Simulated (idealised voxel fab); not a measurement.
This is a process module. Its name is voxel transistor to metal.
Square cell edge 5 nm, section width 275 nm, ID cut.
Cross-section, as written here: a square-cell grid given band by band from the top down, where a band holds one or more rows of cells. The entry gives the band's vertical extent as a top height and a bottom height in nm, then its horizontal make-up as materials from left to right, each with a width in nm. "empty" stands for empty space; a single material marked "throughout" fills the band edge to edge. It should be noted that heights are counted from 0, beneath which the wafer as supplied is of one material throughout, and that the lowest band possesses no lower boundary but continues downward, as written in "z 0 and below". Note: "30 to 40" means the width goes from the first number (top row of the band) to the second number (bottom row) in equal steps per row of cells. Given "no modifications" for a step, no cell of the cross-section differs between before and after that step. "Internal closed voids": empty spaces of 8 cells or more with no open way to the top, each given as width x height at distance, distance from the left edge, all in nm. Where a step's line continues beyond its settings, the continuation is a remark by the simulator itself on that step. Steps that use a mask can have "overlay nm" on their line. It says how far the mask sat to the right of where it was meant to be. Negative means to the left. Pairs ahead. Before: cross-section ahead of one process step. After: cross-section once the step is done, shown to the lowest changed band only. Under each pair: that step, with settings. Caution: pairs may come from different runs of this module on the same starting wafer; a pair follows the pair above only where its "State before step" entry says so.

### State before step
- z 0 and below | Si throughout
- Internal closed voids: none

### Structure After Step
- z 0 to -5 | SiO2 throughout
- Whatever lies below -5 is exactly as it was before.
- Internal closed voids: none
Which step turns the before cross-section above into the after cross-section? OXIDIZE,depth nm 5

State before step: Please consult the pair immediately above; the cross-section it shows after its step is the state before this step.

### Structure After Step
- z 15 to 0 | SiN throughout
- Whatever lies below 0 is exactly as it was before.
- Internal closed voids: none
Which step turns the before cross-section above into the after cross-section? CONFORMAL_DEP,material SiN,thk nm 15

State before step: Please consult the pair immediately above; the cross-section it shows after its step is the state before this step.

### Structure After Step
- z 30 to 15 | 25 empty, 100 resist, 25 empty, 100 resist, 25 empty
- Whatever lies below 15 is exactly as it was before.
- Internal closed voids: none
Which step turns the before cross-section above into the after cross-section? PATTERN,tone cover,mask id ACTIVE,material resist,width nm 100,pitch nm 125,thk nm 15,overlay nm 0

State before step: Please consult the pair immediately above; the cross-section it shows after its step is the state before this step.

### Structure After Step
- z 30 to 15 | 25 empty, 100 resist, 25 empty, 100 resist, 25 empty
- z 15 to 0 | 25 empty, 100 SiN, 25 empty, 100 SiN, 25 empty
- Whatever lies below 0 is exactly as it was before.
- Internal closed voids: none
Which step turns the before cross-section above into the after cross-section? DIRECTIONAL_ETCH,etch materials SiN,depth nm 15

State before step: Please consult the pair immediately above; the cross-section it shows after its step is the state before this step.

### Structure After Step
- z 30 to 15 | 25 empty, 100 resist, 25 empty, 100 resist, 25 empty
- z 15 to 0 | 25 empty, 100 SiN, 25 empty, 100 SiN, 25 empty
- z 0 to -5 | 25 empty, 100 SiO2, 25 empty, 100 SiO2, 25 empty
- Whatever lies below -5 is exactly as it was before.
- Internal closed voids: none
Which step turns the before cross-section above into the after cross-section? DIRECTIONAL_ETCH,etch materials SiO2,depth nm 5

State before step: Please consult the pair immediately above; the cross-section it shows after its step is the state before this step.

### Structure After Step
- z 30 to 15 | 25 empty, 100 resist, 25 empty, 100 resist, 25 empty
- z 15 to 0 | 25 empty, 100 SiN, 25 empty, 100 SiN, 25 empty
- z 0 to -5 | 25 empty, 100 SiO2, 25 empty, 100 SiO2, 25 empty
- z -5 to -40 | 25 empty, 100 Si, 25 empty, 100 Si, 25 empty
- Whatever lies below -40 is exactly as it was before.
- Internal closed voids: none
Which step turns the before cross-section above into the after cross-section? DIRECTIONAL_ETCH,etch materials Si,depth nm 35

State before step: Please consult the pair immediately above; the cross-section it shows after its step is the state before this step.

### Structure After Step
- z 15 to 0 | 25 empty, 100 SiN, 25 empty, 100 SiN, 25 empty
- Whatever lies below 0 is exactly as it was before.
- Internal closed voids: none
Which step turns the before cross-section above into the after cross-section? STRIP,etch materials resist

State before step: Please consult the pair immediately above; the cross-section it shows after its step is the state before this step.

### Structure After Step
- z 25 to 15 | SiO2 throughout
- z 15 to 0 | 25 SiO2, 100 SiN, 25 SiO2, 100 SiN, 25 SiO2
- z 0 to -5 | SiO2 throughout
- z -5 to -40 | 25 SiO2, 100 Si, 25 SiO2, 100 Si, 25 SiO2
- Whatever lies below -40 is exactly as it was before.
- Internal closed voids: none
Which step turns the before cross-section above into the after cross-section? FILL_DEP,material SiO2,thk nm 10

State before step: Please consult the pair immediately above; the cross-section it shows after its step is the state before this step.

### Structure After Step
- z 15 to 0 | 25 SiO2, 100 SiN, 25 SiO2, 100 SiN, 25 SiO2
- Whatever lies below 0 is exactly as it was before.
- Internal closed voids: none
Which step turns the before cross-section above into the after cross-section? CMP,height nm 15

State before step: Please consult the pair immediately above; the cross-section it shows after its step is the state before this step.

### Structure After Step
- z 15 to 5 | 25 empty, 100 SiN, 25 empty, 100 SiN, 25 empty
- Whatever lies below 5 is exactly as it was before.
- Internal closed voids: none
Which step turns the before cross-section above into the after cross-section? SELECTIVE_ETCH,etch materials SiO2,depth nm 10

State before step: Please consult the pair immediately above; the cross-section it shows after its step is the state before this step.

### Structure After Step
- z 5 to 0 | 25 SiO2, 100 empty, 25 SiO2, 100 empty, 25 SiO2
- Whatever lies below 0 is exactly as it was before.
- Internal closed voids: none
Which step turns the before cross-section above into the after cross-section? STRIP,etch materials SiN

State before step: Please consult the pair immediately above; the cross-section it shows after its step is the state before this step.

### Structure After Step
- z 0 to -5 | 20 SiO2, 110 empty, 15 SiO2, 110 empty, 20 SiO2
- Whatever lies below -5 is exactly as it was before.
- Internal closed voids: none
Which step turns the before cross-section above into the after cross-section? SELECTIVE_ETCH,etch materials SiO2,depth nm 5

State before step: Please consult the pair immediately above; the cross-section it shows after its step is the state before this step.

### Structure After Step
- z 0 to -5 | 20 SiO2, 110 empty, 15 SiO2, 110 empty, 20 SiO2
- z -5 to -10 | SiO2 throughout
- Whatever lies below -10 is exactly as it was before.
- Internal closed voids: none
Which step turns the before cross-section above into the after cross-section? OXIDIZE,depth nm 5

State before step: Please consult the pair immediately above; the cross-section it shows after its step is the state before this step.

### Structure After Step
- z 30 to 25 | 20 polySi, 110 empty, 15 polySi, 110 empty, 20 polySi
- z 25 to 0 | polySi throughout
- z 0 to -5 | 20 SiO2, 110 polySi, 15 SiO2, 110 polySi, 20 SiO2
- Whatever lies below -5 is exactly as it was before.
- Internal closed voids: none
Which step turns the before cross-section above into the after cross-section? DIRECTIONAL_DEP,material polySi,thk nm 30

State before step: Please consult the pair immediately above; the cross-section it shows after its step is the state before this step.

### Structure After Step
- z 40 to 35 | 20 SiCN, 110 empty, 15 SiCN, 110 empty, 20 SiCN
- z 35 to 30 | SiCN throughout
- z 30 to 25 | 20 polySi, 110 SiCN, 15 polySi, 110 SiCN, 20 polySi
- Whatever lies below 25 is exactly as it was before.
- Internal closed voids: none
Which step turns the before cross-section above into the after cross-section? DIRECTIONAL_DEP,material SiCN,thk nm 10

State before step: Please consult the pair immediately above; the cross-section it shows after its step is the state before this step.

### Structure After Step
- z 55 to 40 | 65 empty, 20 resist, 105 empty, 20 resist, 65 empty
- z 40 to 35 | 20 SiCN, 45 empty, 20 resist, 45 empty, 15 SiCN, 45 empty, 20 resist, 45 empty, 20 SiCN
- Whatever lies below 35 is exactly as it was before.
- Internal closed voids: none
Which step turns the before cross-section above into the after cross-section? PATTERN,tone cover,mask id GATE,material resist,width nm 20,pitch nm 125,thk nm 15,overlay nm 0

State before step: Please consult the pair immediately above; the cross-section it shows after its step is the state before this step.

### Structure After Step
- z 55 to 35 | 65 empty, 20 resist, 105 empty, 20 resist, 65 empty
- z 35 to 30 | 65 empty, 20 SiCN, 105 empty, 20 SiCN, 65 empty
- z 30 to 25 | 20 polySi, 45 empty, 20 SiCN, 45 empty, 15 polySi, 45 empty, 20 SiCN, 45 empty, 20 polySi
- Whatever lies below 25 is exactly as it was before.
- Internal closed voids: none
Which step turns the before cross-section above into the after cross-section? DIRECTIONAL_ETCH,etch materials SiCN,depth nm 20

State before step: Please consult the pair immediately above; the cross-section it shows after its step is the state before this step.

### Structure After Step
- z 55 to 35 | 65 empty, 20 resist, 105 empty, 20 resist, 65 empty
- z 35 to 25 | 65 empty, 20 SiCN, 105 empty, 20 SiCN, 65 empty
- z 25 to 0 | 65 empty, 20 polySi, 105 empty, 20 polySi, 65 empty
- z 0 to -5 | 20 SiO2, 45 empty, 20 polySi, 45 empty, 15 SiO2, 45 empty, 20 polySi, 45 empty, 20 SiO2
- Whatever lies below -5 is exactly as it was before.
- Internal closed voids: none
Which step turns the before cross-section above into the after cross-section? DIRECTIONAL_ETCH,etch materials polySi,depth nm 40

State before step: Please consult the pair immediately above; the cross-section it shows after its step is the state before this step.

### Structure After Step
- z 35 to 25 | 65 empty, 20 SiCN, 105 empty, 20 SiCN, 65 empty
- Whatever lies below 25 is exactly as it was before.
- Internal closed voids: none
Which step turns the before cross-section above into the after cross-section? STRIP,etch materials resist

State before step: Please consult the pair immediately above; the cross-section it shows after its step is the state before this step.

### Structure After Step
- z 40 to 35 | 60 empty, 30 SiO2, 95 empty, 30 SiO2, 60 empty
- z 35 to 25 | 60 empty, 5 SiO2, 20 SiCN, 5 SiO2, 95 empty, 5 SiO2, 20 SiCN, 5 SiO2, 60 empty
- z 25 to 5 | 60 empty, 5 SiO2, 20 polySi, 5 SiO2, 95 empty, 5 SiO2, 20 polySi, 5 SiO2, 60 empty
- z 5 to 0 | 25 SiO2, 35 empty, 5 SiO2, 20 polySi, 5 SiO2, 35 empty, 25 SiO2, 35 empty, 5 SiO2, 20 polySi, 5 SiO2, 35 empty, 25 SiO2
- z 0 to -5 | 65 SiO2, 20 polySi, 105 SiO2, 20 polySi, 65 SiO2
- Whatever lies below -5 is exactly as it was before.
- Internal closed voids: none
Which step turns the before cross-section above into the after cross-section? CONFORMAL_DEP,material SiO2,thk nm 5

State before step: Please consult the pair immediately above; the cross-section it shows after its step is the state before this step.

### Structure After Step
- z 35 to 25 | 60 empty, 5 SiO2, 20 SiCN, 5 SiO2, 95 empty, 5 SiO2, 20 SiCN, 5 SiO2, 60 empty
- z 25 to 0 | 60 empty, 5 SiO2, 20 polySi, 5 SiO2, 95 empty, 5 SiO2, 20 polySi, 5 SiO2, 60 empty
- z 0 to -5 | 25 SiO2, 35 empty, 5 SiO2, 20 polySi, 5 SiO2, 35 empty, 25 SiO2, 35 empty, 5 SiO2, 20 polySi, 5 SiO2, 35 empty, 25 SiO2
- Whatever lies below -5 is exactly as it was before.
- Internal closed voids: none
Which step turns the before cross-section above into the after cross-section? DIRECTIONAL_ETCH,etch materials SiO2,depth nm 5

State before step: Please consult the pair immediately above; the cross-section it shows after its step is the state before this step.

### Structure After Step
- z 45 to 35 | 50 empty, 50 SiN, 75 empty, 50 SiN, 50 empty
- z 35 to 25 | 50 empty, 10 SiN, 5 SiO2, 20 SiCN, 5 SiO2, 10 SiN, 75 empty, 10 SiN, 5 SiO2, 20 SiCN, 5 SiO2, 10 SiN, 50 empty
- z 25 to 10 | 50 empty, 10 SiN, 5 SiO2, 20 polySi, 5 SiO2, 10 SiN, 75 empty, 10 SiN, 5 SiO2, 20 polySi, 5 SiO2, 10 SiN, 50 empty
- z 10 to 5 | 35 SiN, 15 empty, 10 SiN, 5 SiO2, 20 polySi, 5 SiO2, 10 SiN, 15 empty, 45 SiN, 15 empty, 10 SiN, 5 SiO2, 20 polySi, 5 SiO2, 10 SiN, 15 empty, 35 SiN
- z 5 to 0 | 60 SiN, 5 SiO2, 20 polySi, 5 SiO2, 95 SiN, 5 SiO2, 20 polySi, 5 SiO2, 60 SiN
- z 0 to -5 | 25 SiO2, 35 SiN, 5 SiO2, 20 polySi, 5 SiO2, 35 SiN, 25 SiO2, 35 SiN, 5 SiO2, 20 polySi, 5 SiO2, 35 SiN, 25 SiO2
- Whatever lies below -5 is exactly as it was before.
- Internal closed voids: none
Which step turns the before cross-section above into the after cross-section? CONFORMAL_DEP,material SiN,thk nm 10

State before step: Please consult the pair immediately above; the cross-section it shows after its step is the state before this step.

### Structure After Step
- z 35 to 25 | 50 empty, 10 SiN, 5 SiO2, 20 SiCN, 5 SiO2, 10 SiN, 75 empty, 10 SiN, 5 SiO2, 20 SiCN, 5 SiO2, 10 SiN, 50 empty
- z 25 to 0 | 50 empty, 10 SiN, 5 SiO2, 20 polySi, 5 SiO2, 10 SiN, 75 empty, 10 SiN, 5 SiO2, 20 polySi, 5 SiO2, 10 SiN, 50 empty
- z 0 to -5 | 25 SiO2, 10 SiN, 15 empty, 10 SiN, 5 SiO2, 20 polySi, 5 SiO2, 10 SiN, 15 empty, 10 SiN, 25 SiO2, 10 SiN, 15 empty, 10 SiN, 5 SiO2, 20 polySi, 5 SiO2, 10 SiN, 15 empty, 10 SiN, 25 SiO2
- Whatever lies below -5 is exactly as it was before.
- Internal closed voids: none
Which step turns the before cross-section above into the after cross-section? DIRECTIONAL_ETCH,etch materials SiN,depth nm 10

State before step: Please consult the pair immediately above; the cross-section it shows after its step is the state before this step.

### Structure After Step
- z 35 to 30 | 50 empty, 10 SiN, 5 empty, 20 SiCN, 5 empty, 10 SiN, 75 empty, 10 SiN, 5 empty, 20 SiCN, 5 empty, 10 SiN, 50 empty
- z 30 to 25 | 50 empty, 10 SiN, 5 SiO2, 20 SiCN, 5 SiO2, 10 SiN, 75 empty, 10 SiN, 5 SiO2, 20 SiCN, 5 SiO2, 10 SiN, 50 empty
- z 25 to 0 | 50 empty, 10 SiN, 5 SiO2, 20 polySi, 5 SiO2, 10 SiN, 75 empty, 10 SiN, 5 SiO2, 20 polySi, 5 SiO2, 10 SiN, 50 empty
- z 0 to -5 | 25 empty, 10 SiN, 15 empty, 10 SiN, 5 SiO2, 20 polySi, 5 SiO2, 10 SiN, 15 empty, 10 SiN, 25 empty, 10 SiN, 15 empty, 10 SiN, 5 SiO2, 20 polySi, 5 SiO2, 10 SiN, 15 empty, 10 SiN, 25 empty
- z -5 to -10 | 35 SiO2, 15 empty, 50 SiO2, 15 empty, 45 SiO2, 15 empty, 50 SiO2, 15 empty, 35 SiO2
- Whatever lies below -10 is exactly as it was before.
- Internal closed voids: none
Which step turns the before cross-section above into the after cross-section? DIRECTIONAL_ETCH,etch materials SiO2,depth nm 5

State before step: Please consult the pair immediately above; the cross-section it shows after its step is the state before this step.

### Structure After Step
- z 35 to 30 | 50 empty, 10 SiN, 5 empty, 20 SiCN, 5 empty, 10 SiN, 75 empty, 10 SiN, 5 empty, 20 SiCN, 5 empty, 10 SiN, 50 empty
- z 30 to 25 | 50 empty, 10 SiN, 5 SiO2, 20 SiCN, 5 SiO2, 10 SiN, 75 empty, 10 SiN, 5 SiO2, 20 SiCN, 5 SiO2, 10 SiN, 50 empty
- z 25 to 0 | 50 empty, 10 SiN, 5 SiO2, 20 polySi, 5 SiO2, 10 SiN, 75 empty, 10 SiN, 5 SiO2, 20 polySi, 5 SiO2, 10 SiN, 50 empty
- z 0 to -5 | 25 empty, 10 SiN, 15 empty, 10 SiN, 5 SiO2, 20 polySi, 5 SiO2, 10 SiN, 15 empty, 10 SiN, 25 empty, 10 SiN, 15 empty, 10 SiN, 5 SiO2, 20 polySi, 5 SiO2, 10 SiN, 15 empty, 10 SiN, 25 empty
- z -5 to -10 | 35 SiO2, 15 pSi, 50 SiO2, 15 pSi, 45 SiO2, 15 pSi, 50 SiO2, 15 pSi, 35 SiO2
- Whatever lies below -10 is exactly as it was before.
- Internal closed voids: none
Which step turns the before cross-section above into the after cross-section? EPI,material pSi,thk nm 5

State before step: Please consult the pair immediately above; the cross-section it shows after its step is the state before this step.

### Structure After Step
- z 40 to 35 | SiO2 throughout
- z 35 to 25 | 50 SiO2, 10 SiN, 5 SiO2, 20 SiCN, 5 SiO2, 10 SiN, 75 SiO2, 10 SiN, 5 SiO2, 20 SiCN, 5 SiO2, 10 SiN, 50 SiO2
- z 25 to 0 | 50 SiO2, 10 SiN, 5 SiO2, 20 polySi, 5 SiO2, 10 SiN, 75 SiO2, 10 SiN, 5 SiO2, 20 polySi, 5 SiO2, 10 SiN, 50 SiO2
- z 0 to -5 | 25 SiO2, 10 SiN, 15 SiO2, 10 SiN, 5 SiO2, 20 polySi, 5 SiO2, 10 SiN, 15 SiO2, 10 SiN, 25 SiO2, 10 SiN, 15 SiO2, 10 SiN, 5 SiO2, 20 polySi, 5 SiO2, 10 SiN, 15 SiO2, 10 SiN, 25 SiO2
- Whatever lies below -5 is exactly as it was before.
- Internal closed voids: none
Which step turns the before cross-section above into the after cross-section? FILL_DEP,material SiO2,thk nm 5

State before step: Please consult the pair immediately above; the cross-section it shows after its step is the state before this step.

### Structure After Step
- z 35 to 25 | 50 SiO2, 10 SiN, 5 SiO2, 20 SiCN, 5 SiO2, 10 SiN, 75 SiO2, 10 SiN, 5 SiO2, 20 SiCN, 5 SiO2, 10 SiN, 50 SiO2
- Whatever lies below 25 is exactly as it was before.
- Internal closed voids: none
Which step turns the before cross-section above into the after cross-section? CMP,height nm 35

State before step: Please consult the pair immediately above; the cross-section it shows after its step is the state before this step.

### Structure After Step
- z 50 to 35 | SiO2 throughout
- Whatever lies below 35 is exactly as it was before.
- Internal closed voids: none
Which step turns the before cross-section above into the after cross-section? DIRECTIONAL_DEP,material SiO2,thk nm 15

State before step: Please consult the pair immediately above; the cross-section it shows after its step is the state before this step.

### Structure After Step
- z 70 to 50 | 30 resist, 15 empty, 60 resist, 15 empty, 35 resist, 15 empty, 60 resist, 15 empty, 30 resist
- Whatever lies below 50 is exactly as it was before.
- Internal closed voids: none
Which step turns the before cross-section above into the after cross-section? PATTERN,tone open,mask id CONTACT,material resist,width nm 15,thk nm 20,overlay nm 0

State before step: Please consult the pair immediately above; the cross-section it shows after its step is the state before this step.

### Structure After Step
- z 70 to 50 | 30 resist, 15 empty, 60 resist, 15 empty, 35 resist, 15 empty, 60 resist, 15 empty, 30 resist
- z 50 to 35 | 30 SiO2, 15 empty, 60 SiO2, 15 empty, 35 SiO2, 15 empty, 60 SiO2, 15 empty, 30 SiO2
- z 35 to 25 | 30 SiO2, 15 empty, 5 SiO2, 10 SiN, 5 SiO2, 20 SiCN, 5 SiO2, 10 SiN, 5 SiO2, 15 empty, 35 SiO2, 15 empty, 5 SiO2, 10 SiN, 5 SiO2, 20 SiCN, 5 SiO2, 10 SiN, 5 SiO2, 15 empty, 30 SiO2
- z 25 to 0 | 30 SiO2, 15 empty, 5 SiO2, 10 SiN, 5 SiO2, 20 polySi, 5 SiO2, 10 SiN, 5 SiO2, 15 empty, 35 SiO2, 15 empty, 5 SiO2, 10 SiN, 5 SiO2, 20 polySi, 5 SiO2, 10 SiN, 5 SiO2, 15 empty, 30 SiO2
- z 0 to -5 | 25 SiO2, 10 SiN, 10 empty, 5 SiO2, 10 SiN, 5 SiO2, 20 polySi, 5 SiO2, 10 SiN, 5 SiO2, 10 empty, 10 SiN, 25 SiO2, 10 SiN, 10 empty, 5 SiO2, 10 SiN, 5 SiO2, 20 polySi, 5 SiO2, 10 SiN, 5 SiO2, 10 empty, 10 SiN, 25 SiO2
- Whatever lies below -5 is exactly as it was before.
- Internal closed voids: none
Which step turns the before cross-section above into the after cross-section? DIRECTIONAL_ETCH,etch materials SiO2,depth nm 55

State before step: Please consult the pair immediately above; the cross-section it shows after its step is the state before this step.

### Structure After Step
- z 50 to 35 | 30 SiO2, 15 empty, 60 SiO2, 15 empty, 35 SiO2, 15 empty, 60 SiO2, 15 empty, 30 SiO2
- Whatever lies below 35 is exactly as it was before.
- Internal closed voids: none
Which step turns the before cross-section above into the after cross-section? STRIP,etch materials resist

State before step: Please consult the pair immediately above; the cross-section it shows after its step is the state before this step.

### Structure After Step
- z 55 to 50 | 35 TiN, 5 empty, 70 TiN, 5 empty, 45 TiN, 5 empty, 70 TiN, 5 empty, 35 TiN
- z 50 to 35 | 30 SiO2, 5 TiN, 5 empty, 5 TiN, 60 SiO2, 5 TiN, 5 empty, 5 TiN, 35 SiO2, 5 TiN, 5 empty, 5 TiN, 60 SiO2, 5 TiN, 5 empty, 5 TiN, 30 SiO2
- z 35 to 25 | 30 SiO2, 5 TiN, 5 empty, 5 TiN, 5 SiO2, 10 SiN, 5 SiO2, 20 SiCN, 5 SiO2, 10 SiN, 5 SiO2, 5 TiN, 5 empty, 5 TiN, 35 SiO2, 5 TiN, 5 empty, 5 TiN, 5 SiO2, 10 SiN, 5 SiO2, 20 SiCN, 5 SiO2, 10 SiN, 5 SiO2, 5 TiN, 5 empty, 5 TiN, 30 SiO2
- z 25 to 5 | 30 SiO2, 5 TiN, 5 empty, 5 TiN, 5 SiO2, 10 SiN, 5 SiO2, 20 polySi, 5 SiO2, 10 SiN, 5 SiO2, 5 TiN, 5 empty, 5 TiN, 35 SiO2, 5 TiN, 5 empty, 5 TiN, 5 SiO2, 10 SiN, 5 SiO2, 20 polySi, 5 SiO2, 10 SiN, 5 SiO2, 5 TiN, 5 empty, 5 TiN, 30 SiO2
- z 5 to 0 | 30 SiO2, 15 TiN, 5 SiO2, 10 SiN, 5 SiO2, 20 polySi, 5 SiO2, 10 SiN, 5 SiO2, 15 TiN, 35 SiO2, 15 TiN, 5 SiO2, 10 SiN, 5 SiO2, 20 polySi, 5 SiO2, 10 SiN, 5 SiO2, 15 TiN, 30 SiO2
- z 0 to -5 | 25 SiO2, 10 SiN, 10 TiN, 5 SiO2, 10 SiN, 5 SiO2, 20 polySi, 5 SiO2, 10 SiN, 5 SiO2, 10 TiN, 10 SiN, 25 SiO2, 10 SiN, 10 TiN, 5 SiO2, 10 SiN, 5 SiO2, 20 polySi, 5 SiO2, 10 SiN, 5 SiO2, 10 TiN, 10 SiN, 25 SiO2
- Whatever lies below -5 is exactly as it was before.
- Internal closed voids: none
Which step turns the before cross-section above into the after cross-section? CONFORMAL_DEP,material TiN,thk nm 5

State before step: Please consult the pair immediately above; the cross-section it shows after its step is the state before this step.

### Structure After Step
- z 65 to 55 | Ru throughout
- z 55 to 50 | 35 TiN, 5 Ru, 70 TiN, 5 Ru, 45 TiN, 5 Ru, 70 TiN, 5 Ru, 35 TiN
- z 50 to 35 | 30 SiO2, 5 TiN, 5 Ru, 5 TiN, 60 SiO2, 5 TiN, 5 Ru, 5 TiN, 35 SiO2, 5 TiN, 5 Ru, 5 TiN, 60 SiO2, 5 TiN, 5 Ru, 5 TiN, 30 SiO2
- z 35 to 25 | 30 SiO2, 5 TiN, 5 Ru, 5 TiN, 5 SiO2, 10 SiN, 5 SiO2, 20 SiCN, 5 SiO2, 10 SiN, 5 SiO2, 5 TiN, 5 Ru, 5 TiN, 35 SiO2, 5 TiN, 5 Ru, 5 TiN, 5 SiO2, 10 SiN, 5 SiO2, 20 SiCN, 5 SiO2, 10 SiN, 5 SiO2, 5 TiN, 5 Ru, 5 TiN, 30 SiO2
- z 25 to 5 | 30 SiO2, 5 TiN, 5 Ru, 5 TiN, 5 SiO2, 10 SiN, 5 SiO2, 20 polySi, 5 SiO2, 10 SiN, 5 SiO2, 5 TiN, 5 Ru, 5 TiN, 35 SiO2, 5 TiN, 5 Ru, 5 TiN, 5 SiO2, 10 SiN, 5 SiO2, 20 polySi, 5 SiO2, 10 SiN, 5 SiO2, 5 TiN, 5 Ru, 5 TiN, 30 SiO2
- Whatever lies below 5 is exactly as it was before.
- Internal closed voids: none
Which step turns the before cross-section above into the after cross-section? FILL_DEP,material Ru,thk nm 10

State before step: Please consult the pair immediately above; the cross-section it shows after its step is the state before this step.

### Structure After Step
- z 50 to 35 | 30 SiO2, 5 TiN, 5 Ru, 5 TiN, 60 SiO2, 5 TiN, 5 Ru, 5 TiN, 35 SiO2, 5 TiN, 5 Ru, 5 TiN, 60 SiO2, 5 TiN, 5 Ru, 5 TiN, 30 SiO2
- Whatever lies below 35 is exactly as it was before.
- Internal closed voids: none
Which step turns the before cross-section above into the after cross-section? CMP,height nm 50

State before step: Please consult the pair immediately above; the cross-section it shows after its step is the state before this step.

### Structure After Step
- z 55 to 50 | SiN throughout
- Whatever lies below 50 is exactly as it was before.
- Internal closed voids: none
Which step turns the before cross-section above into the after cross-section? CONFORMAL_DEP,material SiN,thk nm 5

State before step: Please consult the pair immediately above; the cross-section it shows after its step is the state before this step.

### Structure After Step
- z 70 to 55 | SiO2 throughout
- Whatever lies below 55 is exactly as it was before.
- Internal closed voids: none
Which step turns the before cross-section above into the after cross-section? DIRECTIONAL_DEP,material SiO2,thk nm 15

State before step: Please consult the pair immediately above; the cross-section it shows after its step is the state before this step.

### Structure After Step
- z 70 to 55 | 30 SiO2, 15 empty, 60 SiO2, 15 empty, 35 SiO2, 15 empty, 60 SiO2, 15 empty, 30 SiO2
- Whatever lies below 55 is exactly as it was before.
- Internal closed voids: none
Which step turns the before cross-section above into the after cross-section? MASKED_ETCH,tone open,mask id METAL_1,width nm 15,etch materials SiO2,depth nm 15,overlay nm 0

State before step: Please consult the pair immediately above; the cross-section it shows after its step is the state before this step.

### Structure After Step
- z 70 to 55 | 30 SiO2, 15 empty, 60 SiO2, 15 empty, 35 SiO2, 15 empty, 60 SiO2, 15 empty, 30 SiO2
- z 55 to 50 | 30 SiN, 15 empty, 60 SiN, 15 empty, 35 SiN, 15 empty, 60 SiN, 15 empty, 30 SiN
- Whatever lies below 50 is exactly as it was before.
- Internal closed voids: none
Which step turns the before cross-section above into the after cross-section? MASKED_ETCH,tone open,mask id METAL_1,width nm 15,etch materials SiN,depth nm 5,overlay nm 0

State before step: Please consult the pair immediately above; the cross-section it shows after its step is the state before this step.

### Structure After Step
- z 75 to 70 | 35 TiN, 5 empty, 70 TiN, 5 empty, 45 TiN, 5 empty, 70 TiN, 5 empty, 35 TiN
- z 70 to 55 | 30 SiO2, 5 TiN, 5 empty, 5 TiN, 60 SiO2, 5 TiN, 5 empty, 5 TiN, 35 SiO2, 5 TiN, 5 empty, 5 TiN, 60 SiO2, 5 TiN, 5 empty, 5 TiN, 30 SiO2
- z 55 to 50 | 30 SiN, 15 TiN, 60 SiN, 15 TiN, 35 SiN, 15 TiN, 60 SiN, 15 TiN, 30 SiN
- Whatever lies below 50 is exactly as it was before.
- Internal closed voids: none
Which step turns the before cross-section above into the after cross-section? CONFORMAL_DEP,material TiN,thk nm 5

State before step: Please consult the pair immediately above; the cross-section it shows after its step is the state before this step.

### Structure After Step
- z 85 to 75 | Cu throughout
- z 75 to 70 | 35 TiN, 5 Cu, 70 TiN, 5 Cu, 45 TiN, 5 Cu, 70 TiN, 5 Cu, 35 TiN
- z 70 to 55 | 30 SiO2, 5 TiN, 5 Cu, 5 TiN, 60 SiO2, 5 TiN, 5 Cu, 5 TiN, 35 SiO2, 5 TiN, 5 Cu, 5 TiN, 60 SiO2, 5 TiN, 5 Cu, 5 TiN, 30 SiO2
- Whatever lies below 55 is exactly as it was before.
- Internal closed voids: none
Which step turns the before cross-section above into the after cross-section? FILL_DEP,material Cu,thk nm 10

State before step: Please consult the pair immediately above; the cross-section it shows after its step is the state before this step.

### Structure After Step
- z 70 to 55 | 30 SiO2, 5 TiN, 5 Cu, 5 TiN, 60 SiO2, 5 TiN, 5 Cu, 5 TiN, 35 SiO2, 5 TiN, 5 Cu, 5 TiN, 60 SiO2, 5 TiN, 5 Cu, 5 TiN, 30 SiO2
- Whatever lies below 55 is exactly as it was before.
- Internal closed voids: none
Which step turns the before cross-section above into the after cross-section? CMP,height nm 70

State before step: Please consult the pair immediately above; the cross-section it shows after its step is the state before this step.

### Structure After Step
- z 75 to 70 | 25 empty, 25 Ru, 50 empty, 25 Ru, 25 empty, 25 Ru, 50 empty, 25 Ru, 25 empty
- Whatever lies below 70 is exactly as it was before.
- Internal closed voids: none
Which step turns the before cross-section above into the after cross-section? EPI,material Ru,thk nm 5

State before step: Please consult the pair immediately above; the cross-section it shows after its step is the state before this step.

### Structure After Step
- z 80 to 75 | SiCN throughout
- z 75 to 70 | 25 SiCN, 25 Ru, 50 SiCN, 25 Ru, 25 SiCN, 25 Ru, 50 SiCN, 25 Ru, 25 SiCN
- Whatever lies below 70 is exactly as it was before.
- Internal closed voids: none
Which step turns the before cross-section above into the after cross-section? FILL_DEP,material SiCN,thk nm 5

State before step: Please consult the pair immediately above; the cross-section it shows after its step is the state before this step.

### Structure After Step
- z 115 to 80 | lowk throughout
- Whatever lies below 80 is exactly as it was before.
- Internal closed voids: none
Which step turns the before cross-section above into the after cross-section? DIRECTIONAL_DEP,material lowk,thk nm 35

State before step: Please consult the pair immediately above; the cross-section it shows after its step is the state before this step.

### Structure After Step
- z 130 to 115 | aC throughout
- Whatever lies below 115 is exactly as it was before.
- Internal closed voids: none
Which step turns the before cross-section above into the after cross-section? DIRECTIONAL_DEP,material aC,thk nm 15

State before step: Please consult the pair immediately above; the cross-section it shows after its step is the state before this step.

### Structure After Step
- z 165 to 130 | 30 resist, 15 empty, 110 resist, 15 empty, 105 resist
- Whatever lies below 130 is exactly as it was before.
- Internal closed voids: none
Which step turns the before cross-section above into the after cross-section? PATTERN,tone open,mask id METAL_2,material resist,width nm 15,pitch nm 125,thk nm 35,overlay nm 0

State before step: Please consult the pair immediately above; the cross-section it shows after its step is the state before this step.

### Structure After Step
- z 150 to 130 | 30 resist, 15 empty, 110 resist, 15 empty, 105 resist
- z 130 to 115 | 30 aC, 15 empty, 110 aC, 15 empty, 105 aC
- Whatever lies below 115 is exactly as it was before.
- Internal closed voids: none
Which step turns the before cross-section above into the after cross-section? DIRECTIONAL_ETCH,etch materials aC,depth nm 15

State before step: Please consult the pair immediately above; the cross-section it shows after its step is the state before this step.

### Structure After Step
- z 130 to 115 | 30 aC, 15 empty, 110 aC, 15 empty, 105 aC
- Whatever lies below 115 is exactly as it was before.
- Internal closed voids: none
Which step turns the before cross-section above into the after cross-section? STRIP,etch materials resist

State before step: Please consult the pair immediately above; the cross-section it shows after its step is the state before this step.

### Structure After Step
- z 130 to 115 | 30 aC, 15 empty, 110 aC, 15 empty, 105 aC
- z 115 to 95 | 30 lowk, 15 empty, 110 lowk, 15 empty, 105 lowk
- Whatever lies below 95 is exactly as it was before.
- Internal closed voids: none
Which step turns the before cross-section above into the after cross-section? DIRECTIONAL_ETCH,etch materials lowk,depth nm 20
